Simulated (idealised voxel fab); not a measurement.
This section sets out a process module, namely voxel ribs on slabs.
Cross-section cut spans 215 nm and uses square cells 5 nm in size.
A cross-section is a grid of square cells, given in bands from the top down. A band is one or more rows of cells.
For a band, the entry starts with two heights in nm, that of the top and then that of the bottom, and carries on with the band's materials in order from left to right, each alongside its width in nm; the word "all across" beside a single material means it fills the band edge to edge, and "empty" means empty space.
Zero point of the height axis is 0; under it, received wafer = one material. Lowest band: continues down indefinitely, "0 -> down".
Graded width ("30 to 40"): value in top row of band = first number; value in bottom row = second number; row-to-row change constant.
"no modifications", as given for a step, is the statement that not any cell of the cross-section underwent a change during that step.
"Closed void register" enumerates empty spaces isolated from the top, with no open way to it, that contain at least 8 cells, giving each as width x height at distance from the left edge, all three in nm.
after a step's settings: what the simulator itself notes on the step
When a step includes a mask, the "overlay nm" setting on its line states how far to the right of its planned place that mask lay, and negative values state how far to the left.

**Planned step list for the process**
| 1 | RECEIVE: material Si |
| 2 | DIRECTIONAL_DEP: material SiO2, thk nm 25 |
| 3 | DIRECTIONAL_DEP: material SiN, thk nm 15 |
| 4 | PATTERN: tone cover, mask id RIB, material resist, width nm 25, thk nm 15, overlay nm 0 |
| 5 | DIRECTIONAL_ETCH: etch materials SiN, depth nm 5 |
| 6 | STRIP: etch materials resist |
| 7 | PATTERN: tone cover, mask id SLAB, material resist, width nm 55, thk nm 15, overlay nm 0 |
| 8 | DIRECTIONAL_ETCH: etch materials SiN, depth nm 10 |
| 9 | STRIP: etch materials resist |
| 10 | FILL_DEP: material SiO2, thk nm 25 |
| 11 | CMP: height nm 60 |
| 12 | DIRECTIONAL_DEP: material TiN, thk nm 10 |
| 13 | DIRECTIONAL_DEP: material aC, thk nm 15 |
| 14 | PATTERN: tone cover, mask id HEATER, material resist, width nm 35, thk nm 35, overlay nm 0 |
| 15 | DIRECTIONAL_ETCH: etch materials aC, depth nm 15 |
| 16 | STRIP: etch materials resist |
| 17 | DIRECTIONAL_ETCH: etch materials TiN, depth nm 10 |
| 18 | STRIP: etch materials aC |
| 19 | CONFORMAL_DEP: material SiO2, thk nm 10 |

**So this is the incoming wafer in cross-section - it's already been through step 1**
> 0 -> down  Si all across
> Closed void register: none

**first wafer at the end, as planned**
> 80 -> 70  empty 80 nm / SiO2 55 nm / empty 80 nm
> 70 -> 60  SiO2 90 nm / TiN 35 nm / SiO2 90 nm
> 60 -> 40  SiO2 all across
> 40 -> 35  SiO2 95 nm / SiN 25 nm / SiO2 95 nm
> 35 -> 25  SiO2 80 nm / SiN 55 nm / SiO2 80 nm
> 25 -> 0  SiO2 all across
> 0 -> down  Si all across
> Closed void register: none

**Here's the second of our two wafers sectioned at module end. Same start as the first, same plan, but one mistake got made running it**
> 80 -> 70  empty 85 nm / SiO2 45 nm / empty 85 nm
> 70 -> 60  SiO2 95 nm / TiN 25 nm / SiO2 95 nm
> 60 -> 40  SiO2 all across
> 40 -> 35  SiO2 95 nm / SiN 25 nm / SiO2 95 nm
> 35 -> 25  SiO2 80 nm / SiN 55 nm / SiO2 80 nm
> 25 -> 0  SiO2 all across
> 0 -> down  Si all across
> Closed void register: none
Where did the run depart from the plan? it should be noted that step 14 was executed with settings other than those planned, the operation and settings actually applied being PATTERN: tone cover, mask id HEATER, material resist, width nm 25, thk nm 35, overlay nm 0
Wafer comparison, final, in cells, second relative to first, materials more or fewer: TiN: 4 fewer
